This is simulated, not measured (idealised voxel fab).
Herein follows the process module entitled voxel capacitor over wiring.
The width of the displayed cross-section, cut, is 300 nm; its cells are square, with a size of 5 nm.
How to read a cross-section here: the picture is a grid of square cells, written as bands going from the top down, and any band can span one or more rows of cells. The band entry comprises the height of the band's top followed by the height of its bottom, expressed in nm, and subsequently the band's materials from left to right, each stated together with its width in nm. Where a single material is marked with the word "full width", that material fills the band from edge to edge. The word "air" represents empty space. Below 0: as-received wafer, all one material; heights counted from there. Lowest band: no bottom, goes on down, written "0 and below". Graded width ("30..40"): value in top row of band = first number; value in bottom row = second number; row-to-row change constant. A step reported as "remained unchanged" is a step in which no cell of the cross-section changed. In "Listed closed voids" the enclosed voids are listed, meaning empty spaces of 8 cells or larger without any opening to the top. The form is width x height at distance, distance from the left edge, units nm. The remark found on a step's line after its settings is issued by the simulator itself and pertains to that step. The line of a step may include "overlay nm". On a step with a mask, this value is how far to the right of its planned place the mask lay. A negative value means the mask lay to the left.

-- Process steps (planned)
1,RECEIVE (material Si)
2,CONFORMAL_DEP (material SiO2; thk nm 10)
3,CONFORMAL_DEP (material SiN; thk nm 5)
4,DIRECTIONAL_DEP (material SiO2; thk nm 20)
5,DIRECTIONAL_DEP (material aC; thk nm 10)
6,PATTERN (tone open; mask id METAL_1; material resist; width nm 20; pitch nm 75; thk nm 30; overlay nm 0)
7,DIRECTIONAL_ETCH (etch materials aC; depth nm 10)
8,STRIP (etch materials resist)
9,DIRECTIONAL_ETCH (etch materials SiO2; depth nm 20)
10,DIRECTIONAL_ETCH (etch materials SiN; depth nm 5)
11,STRIP (etch materials aC)
12,CONFORMAL_DEP (material TiN; thk nm 5)
13,FILL_DEP (material Cu; thk nm 10)
14,CMP (height nm 35)
15,CONFORMAL_DEP (material SiCN; thk nm 5)
16,DIRECTIONAL_DEP (material lowk; thk nm 10)
17,DIRECTIONAL_DEP (material aC; thk nm 10)
18,PATTERN (tone open; mask id PLUG_1; material resist; width nm 15; thk nm 30; overlay nm 0)
19,DIRECTIONAL_ETCH (etch materials aC; depth nm 10)
20,STRIP (etch materials resist)
21,DIRECTIONAL_ETCH (etch materials lowk; depth nm 10)
22,DIRECTIONAL_ETCH (etch materials SiCN; depth nm 5)
23,STRIP (etch materials aC)
24,CONFORMAL_DEP (material TiN; thk nm 5)
25,FILL_DEP (material W; thk nm 10)
26,CMP (height nm 50)
27,DIRECTIONAL_DEP (material TiN; thk nm 10)
28,DIRECTIONAL_DEP (material Al2O3; thk nm 5)
29,DIRECTIONAL_DEP (material TiN; thk nm 10)
30,MASKED_ETCH (tone cover; mask id UPPER_PLATE; width nm 60; etch materials TiN; depth nm 10; overlay nm 0)
31,MASKED_ETCH (tone cover; mask id UPPER_PLATE; width nm 60; etch materials Al2O3; depth nm 5; overlay nm 0)
32,MASKED_ETCH (tone cover; mask id LOWER_PLATE; width nm 70; etch materials TiN; depth nm 10; overlay nm 0)
33,FILL_DEP (material SiO2; thk nm 15)
34,CMP (height nm 85)
35,MASKED_ETCH (tone open; mask id PLUG_2; width nm 15; etch materials SiO2; depth nm 10; overlay nm 0)
36,CONFORMAL_DEP (material TiN; thk nm 5)
37,FILL_DEP (material Cu; thk nm 10)
38,CMP (height nm 85)
39,CONFORMAL_DEP (material SiN; thk nm 5)

-- Wafer cross-section on receipt, i.e. after step 1
* 0 and below  Si full width
* Listed closed voids: none

-- Here's the wafer cut in cross-section after the module, started and planned just like above, except one thing was done wrong in the run
* 90 down to 85  SiN full width
* 85 down to 80  115 nm SiO2 / 5 nm TiN / 5 nm Cu / 5 nm TiN / 170 nm SiO2
* 80 down to 75  115 nm SiO2 / 15 nm TiN / 170 nm SiO2
* 75 down to 65  105 nm SiO2 / 60 nm TiN / 135 nm SiO2
* 65 down to 60  105 nm SiO2 / 60 nm Al2O3 / 135 nm SiO2
* 60 down to 50  100 nm SiO2 / 70 nm TiN / 130 nm SiO2
* 50 down to 40  105 nm lowk / 5 nm TiN / 5 nm W / 5 nm TiN / 180 nm lowk
* 40 down to 35  105 nm SiCN / 15 nm TiN / 180 nm SiCN
* 35 down to 20  100 nm SiO2 / 5 nm TiN / 10 nm Cu / 5 nm TiN / 55 nm SiO2 / 5 nm TiN / 10 nm Cu / 5 nm TiN / 105 nm SiO2
* 20 down to 15  100 nm SiO2 / 20 nm TiN / 55 nm SiO2 / 20 nm TiN / 105 nm SiO2
* 15 down to 10  SiCN full width
* 10 down to 0  SiO2 full width
* 0 and below  Si full width
* Listed closed voids: none
Diagnosis: heads up, step 3 didn't go per plan, it actually ran as CONFORMAL_DEP (material SiCN; thk nm 5)
